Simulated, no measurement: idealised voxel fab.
This section sets out a process module, namely voxel wiring stack.
For reference, the cross-section in this document is cut, with width 195 nm and square cells of 5 nm.
Heads up, the way a cross-section reads in here is a grid of square cells, handed over as bands from the top down, with every band being one or more rows of cells.
Each band's line starts with the height of the band's top and of its bottom, in nm. Then come its materials from left to right, each with its width in nm. One material with "edge to edge" fills the band from edge to edge. "empty" is empty space.
Height is counted from the level 0, under which the received wafer is composed throughout of one material. The lowest of the bands is not closed at the bottom but continues downward, in the notation "top 0, no bottom".
The expression "30 to 40" gives the width at the extremes of the band, the first number at its top row of cells and the second at its bottom row, with the width changing by equal amounts from each row to the next in between.
Given "no change occurred" for a step, no cell of the cross-section differs between before and after that step.
Voids not open to the top, 8 cells minimum: see "Sealed void list". Written width x height at distance; distance is from the left edge; nm.
If you see something after the settings on a step's line, that's the simulator's own remark about that step.
Among the settings permitted on a step's line is "overlay nm"; applied to a step with a mask, it specifies the extent to which the mask lay to the right of its planned position, whereas a negative figure signifies a position to the left.
## Here's what the planned process steps look like
1. RECEIVE: material Si
2. CONFORMAL_DEP: material SiO2, thk nm 10
3. DIRECTIONAL_DEP: material TiN, thk nm 5
4. DIRECTIONAL_DEP: material W, thk nm 20
5. DIRECTIONAL_DEP: material aC, thk nm 10
6. PATTERN: tone cover, mask id METAL_1, material resist, width nm 25, pitch nm 50, thk nm 25, overlay nm 0
7. DIRECTIONAL_ETCH: etch materials aC, depth nm 10
8. STRIP: etch materials resist
9. DIRECTIONAL_ETCH: etch materials W, depth nm 20
10. DIRECTIONAL_ETCH: etch materials TiN, depth nm 5
11. STRIP: etch materials aC
12. FILL_DEP: material lowk, thk nm 5
13. CMP: height nm 35
14. CONFORMAL_DEP: material SiCN, thk nm 5
15. DIRECTIONAL_DEP: material lowk, thk nm 10
16. MASKED_ETCH: tone open, mask id PLUG_1, width nm 15, etch materials lowk, depth nm 10, overlay nm 0
17. MASKED_ETCH: tone open, mask id PLUG_1, width nm 15, etch materials SiCN, depth nm 5, overlay nm 0
18. CONFORMAL_DEP: material TiN, thk nm 5
19. FILL_DEP: material W, thk nm 5
20. CMP: height nm 50
21. DIRECTIONAL_DEP: material TiN, thk nm 5
22. DIRECTIONAL_DEP: material W, thk nm 20
23. PATTERN: tone cover, mask id METAL_2, material resist, width nm 25, pitch nm 50, thk nm 15, overlay nm 0
24. DIRECTIONAL_ETCH: etch materials W, depth nm 20
25. DIRECTIONAL_ETCH: etch materials TiN, depth nm 5
26. STRIP: etch materials resist
27. CONFORMAL_DEP: material SiCN, thk nm 5
28. FILL_DEP: material lowk, thk nm 10
29. CMP: height nm 75
30. CONFORMAL_DEP: material SiN, thk nm 5
## The following pertains to the first of two wafers, which was processed as planned
## Shown in cross-section is the wafer as received, that is, as it stands after step 1
    top 0, no bottom: Si edge to edge
    Sealed void list: none
## After step 2, in cross-section
    top 10, bottom 0: SiO2 edge to edge
    At heights below 0, the structure remains unaltered.
## After step 3, in cross-section
    top 15, bottom 10: TiN edge to edge
    At heights below 10, the structure remains unaltered.
## After step 4, in cross-section
    top 35, bottom 15: W edge to edge
    At heights below 15, the structure remains unaltered.
## After step 5, in cross-section
    top 45, bottom 35: aC edge to edge
    At heights below 35, the structure remains unaltered.
## After step 6, in cross-section
    top 70, bottom 45: empty (60)  resist (25)  empty (25)  resist (25)  empty (60)
    At heights below 45, the structure remains unaltered.
## After step 7, in cross-section
    top 60, bottom 45: empty (60)  resist (25)  empty (25)  resist (25)  empty (60)
    top 45, bottom 35: empty (60)  aC (25)  empty (25)  aC (25)  empty (60)
    At heights below 35, the structure remains unaltered.
## After step 8, in cross-section
    top 45, bottom 35: empty (60)  aC (25)  empty (25)  aC (25)  empty (60)
    At heights below 35, the structure remains unaltered.
## After step 9, in cross-section
    top 45, bottom 35: empty (60)  aC (25)  empty (25)  aC (25)  empty (60)
    top 35, bottom 15: empty (60)  W (25)  empty (25)  W (25)  empty (60)
    At heights below 15, the structure remains unaltered.
## After step 10, in cross-section
    top 45, bottom 35: empty (60)  aC (25)  empty (25)  aC (25)  empty (60)
    top 35, bottom 15: empty (60)  W (25)  empty (25)  W (25)  empty (60)
    top 15, bottom 10: empty (60)  TiN (25)  empty (25)  TiN (25)  empty (60)
    At heights below 10, the structure remains unaltered.
## After step 11, in cross-section
    top 35, bottom 15: empty (60)  W (25)  empty (25)  W (25)  empty (60)
    At heights below 15, the structure remains unaltered.
## After step 12, in cross-section
    top 40, bottom 35: lowk edge to edge
    top 35, bottom 15: lowk (60)  W (25)  lowk (25)  W (25)  lowk (60)
    top 15, bottom 10: lowk (60)  TiN (25)  lowk (25)  TiN (25)  lowk (60)
    At heights below 10, the structure remains unaltered.
## After step 13, in cross-section
    top 35, bottom 15: lowk (60)  W (25)  lowk (25)  W (25)  lowk (60)
    At heights below 15, the structure remains unaltered.
## After step 14, in cross-section
    top 40, bottom 35: SiCN edge to edge
    At heights below 35, the structure remains unaltered.
## After step 15, in cross-section
    top 50, bottom 40: lowk edge to edge
    At heights below 40, the structure remains unaltered.
## After step 16, in cross-section
    top 50, bottom 40: lowk (60)  empty (15)  lowk (120)
    At heights below 40, the structure remains unaltered.
## After step 17, in cross-section
    top 50, bottom 40: lowk (60)  empty (15)  lowk (120)
    top 40, bottom 35: SiCN (60)  empty (15)  SiCN (120)
    At heights below 35, the structure remains unaltered.
## After step 18, in cross-section
    top 55, bottom 50: TiN (65)  empty (5)  TiN (125)
    top 50, bottom 40: lowk (60)  TiN (5)  empty (5)  TiN (5)  lowk (120)
    top 40, bottom 35: SiCN (60)  TiN (15)  SiCN (120)
    At heights below 35, the structure remains unaltered.
## After step 19, in cross-section
    top 60, bottom 55: W edge to edge
    top 55, bottom 50: TiN (65)  W (5)  TiN (125)
    top 50, bottom 40: lowk (60)  TiN (5)  W (5)  TiN (5)  lowk (120)
    At heights below 40, the structure remains unaltered.
## After step 20, in cross-section
    top 50, bottom 40: lowk (60)  TiN (5)  W (5)  TiN (5)  lowk (120)
    At heights below 40, the structure remains unaltered.
## After step 21, in cross-section
    top 55, bottom 50: TiN edge to edge
    At heights below 50, the structure remains unaltered.
## After step 22, in cross-section
    top 75, bottom 55: W edge to edge
    At heights below 55, the structure remains unaltered.
## After step 23, in cross-section
    top 90, bottom 75: empty (60)  resist (25)  empty (25)  resist (25)  empty (60)
    At heights below 75, the structure remains unaltered.
## After step 24, in cross-section
    top 90, bottom 75: empty (60)  resist (25)  empty (25)  resist (25)  empty (60)
    top 75, bottom 55: empty (60)  W (25)  empty (25)  W (25)  empty (60)
    At heights below 55, the structure remains unaltered.
## After step 25, in cross-section
    top 90, bottom 75: empty (60)  resist (25)  empty (25)  resist (25)  empty (60)
    top 75, bottom 55: empty (60)  W (25)  empty (25)  W (25)  empty (60)
    top 55, bottom 50: empty (60)  TiN (25)  empty (25)  TiN (25)  empty (60)
    At heights below 50, the structure remains unaltered.
## After step 26, in cross-section
    top 75, bottom 55: empty (60)  W (25)  empty (25)  W (25)  empty (60)
    At heights below 55, the structure remains unaltered.
## After step 27, in cross-section
    top 80, bottom 75: empty (55)  SiCN (35)  empty (15)  SiCN (35)  empty (55)
    top 75, bottom 55: empty (55)  SiCN (5)  W (25)  SiCN (5)  empty (15)  SiCN (5)  W (25)  SiCN (5)  empty (55)
    top 55, bottom 50: SiCN (60)  TiN (25)  SiCN (25)  TiN (25)  SiCN (60)
    At heights below 50, the structure remains unaltered.
## After step 28, in cross-section
    top 90, bottom 80: lowk edge to edge
    top 80, bottom 75: lowk (55)  SiCN (35)  lowk (15)  SiCN (35)  lowk (55)
    top 75, bottom 55: lowk (55)  SiCN (5)  W (25)  SiCN (5)  lowk (15)  SiCN (5)  W (25)  SiCN (5)  lowk (55)
    At heights below 55, the structure remains unaltered.
## After step 29, in cross-section
    top 75, bottom 55: lowk (55)  SiCN (5)  W (25)  SiCN (5)  lowk (15)  SiCN (5)  W (25)  SiCN (5)  lowk (55)
    At heights below 55, the structure remains unaltered.
## After step 30, in cross-section
    top 80, bottom 75: SiN edge to edge
    At heights below 75, the structure remains unaltered.
## Second wafer, same starting conditions and recipe as the first, one mistake in executing it, nothing differs from the first up to and including step 11
## Planned end of step 12: second wafer, cross-section
    top 40, bottom 35: aC edge to edge
    top 35, bottom 15: aC (60)  W (25)  aC (25)  W (25)  aC (60)
    top 15, bottom 10: aC (60)  TiN (25)  aC (25)  TiN (25)  aC (60)
    At heights below 10, the structure remains unaltered.
## Planned end of step 13: second wafer, cross-section
    top 35, bottom 15: aC (60)  W (25)  aC (25)  W (25)  aC (60)
    At heights below 15, the structure remains unaltered.
## Planned end of step 14: second wafer, cross-section
    top 40, bottom 35: SiCN edge to edge
    At heights below 35, the structure remains unaltered.
## Planned end of step 15: second wafer, cross-section
    top 50, bottom 40: lowk edge to edge
    At heights below 40, the structure remains unaltered.
## Planned end of step 16: second wafer, cross-section
    top 50, bottom 40: lowk (60)  empty (15)  lowk (120)
    At heights below 40, the structure remains unaltered.
## Planned end of step 17: second wafer, cross-section
    top 50, bottom 40: lowk (60)  empty (15)  lowk (120)
    top 40, bottom 35: SiCN (60)  empty (15)  SiCN (120)
    At heights below 35, the structure remains unaltered.
## Planned end of step 18: second wafer, cross-section
    top 55, bottom 50: TiN (65)  empty (5)  TiN (125)
    top 50, bottom 40: lowk (60)  TiN (5)  empty (5)  TiN (5)  lowk (120)
    top 40, bottom 35: SiCN (60)  TiN (15)  SiCN (120)
    At heights below 35, the structure remains unaltered.
## Planned end of step 19: second wafer, cross-section
    top 60, bottom 55: W edge to edge
    top 55, bottom 50: TiN (65)  W (5)  TiN (125)
    top 50, bottom 40: lowk (60)  TiN (5)  W (5)  TiN (5)  lowk (120)
    At heights below 40, the structure remains unaltered.
## Planned end of step 20: second wafer, cross-section
    top 50, bottom 40: lowk (60)  TiN (5)  W (5)  TiN (5)  lowk (120)
    At heights below 40, the structure remains unaltered.
## Planned end of step 21: second wafer, cross-section
    top 55, bottom 50: TiN edge to edge
    At heights below 50, the structure remains unaltered.
## Planned end of step 22: second wafer, cross-section
    top 75, bottom 55: W edge to edge
    At heights below 55, the structure remains unaltered.
## Planned end of step 23: second wafer, cross-section
    top 90, bottom 75: empty (60)  resist (25)  empty (25)  resist (25)  empty (60)
    At heights below 75, the structure remains unaltered.
## Planned end of step 24: second wafer, cross-section
    top 90, bottom 75: empty (60)  resist (25)  empty (25)  resist (25)  empty (60)
    top 75, bottom 55: empty (60)  W (25)  empty (25)  W (25)  empty (60)
    At heights below 55, the structure remains unaltered.
## Planned end of step 25: second wafer, cross-section
    top 90, bottom 75: empty (60)  resist (25)  empty (25)  resist (25)  empty (60)
    top 75, bottom 55: empty (60)  W (25)  empty (25)  W (25)  empty (60)
    top 55, bottom 50: empty (60)  TiN (25)  empty (25)  TiN (25)  empty (60)
    At heights below 50, the structure remains unaltered.
## Planned end of step 26: second wafer, cross-section
    top 75, bottom 55: empty (60)  W (25)  empty (25)  W (25)  empty (60)
    At heights below 55, the structure remains unaltered.
## Planned end of step 27: second wafer, cross-section
    top 80, bottom 75: empty (55)  SiCN (35)  empty (15)  SiCN (35)  empty (55)
    top 75, bottom 55: empty (55)  SiCN (5)  W (25)  SiCN (5)  empty (15)  SiCN (5)  W (25)  SiCN (5)  empty (55)
    top 55, bottom 50: SiCN (60)  TiN (25)  SiCN (25)  TiN (25)  SiCN (60)
    At heights below 50, the structure remains unaltered.
## Planned end of step 28: second wafer, cross-section
    top 90, bottom 80: lowk edge to edge
    top 80, bottom 75: lowk (55)  SiCN (35)  lowk (15)  SiCN (35)  lowk (55)
    top 75, bottom 55: lowk (55)  SiCN (5)  W (25)  SiCN (5)  lowk (15)  SiCN (5)  W (25)  SiCN (5)  lowk (55)
    At heights below 55, the structure remains unaltered.
## Planned end of step 29: second wafer, cross-section
    top 75, bottom 55: lowk (55)  SiCN (5)  W (25)  SiCN (5)  lowk (15)  SiCN (5)  W (25)  SiCN (5)  lowk (55)
    At heights below 55, the structure remains unaltered.
## Planned end of step 30: second wafer, cross-section
    top 80, bottom 75: SiN edge to edge
    At heights below 75, the structure remains unaltered.
What was the processing mistake? step 12 ran as: FILL_DEP: material aC, thk nm 5
Wafer comparison, final, in cells, second relative to first, materials more or fewer: aC: 145 more | lowk: 145 fewer
